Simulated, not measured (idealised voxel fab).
Name of the process module below: voxel self aligned vias
Square cells of 5 nm make up the cross-section cut, whose width is 295 nm.
When this document writes out a cross-section, it uses a grid of square cells and lists it as bands, beginning at the top and moving down, with a band standing for one or more rows of cells. Per band: top height and bottom height in nm, followed by the left-to-right materials and their widths in nm; "edge to edge" marks a single material spanning edge to edge, "empty" marks empty space. Convention: height 0 is the level below which the wafer, as received, is all one material. The lowest band does not terminate at the bottom but continues downward, represented as "z 0 and below". Graded width ("30..40"): value in top row of band = first number; value in bottom row = second number; row-to-row change constant. "no alteration" for a step: no cell of the cross-section changed in that step. In "Closed void list" the enclosed voids are listed, meaning empty spaces of 8 cells or larger without any opening to the top. The form is width x height at distance, distance from the left edge, units nm. Post-settings text on a step line: simulator's own remark regarding the step. Regarding "overlay nm": on a step with a mask, it is the distance the mask lay to the right of its planned place; a negative value places it to the left.
THE PROCESS STEPS THAT WERE PLANNED ARE LISTED BELOW
1 RECEIVE with material Si
2 CONFORMAL_DEP with material SiO2, thk nm 10
3 CONFORMAL_DEP with material SiCN, thk nm 5
4 DIRECTIONAL_DEP with material lowk, thk nm 25
5 DIRECTIONAL_DEP with material aC, thk nm 10
6 PATTERN with tone open, mask id LINES, material resist, width nm 25, pitch nm 50, thk nm 30, overlay nm 0
7 DIRECTIONAL_ETCH with etch materials aC, depth nm 10
8 STRIP with etch materials resist
9 DIRECTIONAL_ETCH with etch materials lowk, depth nm 25
10 STRIP with etch materials aC
11 CONFORMAL_DEP with material TiN, thk nm 5
12 FILL_DEP with material Ru, thk nm 5
13 CMP with height nm 40
14 SELECTIVE_ETCH with etch materials W Ru TiN, depth nm 5
15 FILL_DEP with material SiN, thk nm 10
16 CMP with height nm 40
17 DIRECTIONAL_DEP with material lowk, thk nm 15
18 PATTERN with tone open, mask id VIAS, material resist, width nm 35, thk nm 15, overlay nm 0
19 DIRECTIONAL_ETCH with etch materials lowk, depth nm 15
20 DIRECTIONAL_ETCH with etch materials SiN, depth nm 5
21 STRIP with etch materials resist
22 CONFORMAL_DEP with material TiN, thk nm 5
23 FILL_DEP with material Cu, thk nm 10
24 CMP with height nm 55
25 CONFORMAL_DEP with material SiCN, thk nm 5
INCOMING WAFER, CROSS-SECTIONAL VIEW, POST STEP 1
* z 0 and below = Si edge to edge
* Closed void list: none
THE PLAN ABOVE WAS CARRIED OUT ON THE STARTING STRUCTURE ABOVE WITH ONE MISTAKE, AND THIS CROSS-SECTION SHOWS THE WAFER AT THE END OF THE MODULE
* z 60 to 55 = SiCN edge to edge
* z 55 to 45 = lowk 110 nm | TiN 5 nm | Cu 25 nm | TiN 5 nm | lowk 150 nm
* z 45 to 40 = lowk 110 nm | TiN 5 nm | Cu 15 nm | TiN 15 nm | lowk 150 nm
* z 40 to 35 = lowk 110 nm | TiN 25 nm | lowk 25 nm | SiN 25 nm | lowk 110 nm
* z 35 to 20 = lowk 110 nm | TiN 5 nm | Ru 15 nm | TiN 5 nm | lowk 25 nm | TiN 5 nm | Ru 15 nm | TiN 5 nm | lowk 110 nm
* z 20 to 15 = lowk 110 nm | TiN 25 nm | lowk 25 nm | TiN 25 nm | lowk 110 nm
* z 15 to 10 = SiCN edge to edge
* z 10 to 0 = SiO2 edge to edge
* z 0 and below = Si edge to edge
* Closed void list: none
Error vs. plan: planned and actual differ for step 18; actual: PATTERN with tone open, mask id VIAS, material resist, width nm 35, thk nm 15, overlay nm 5
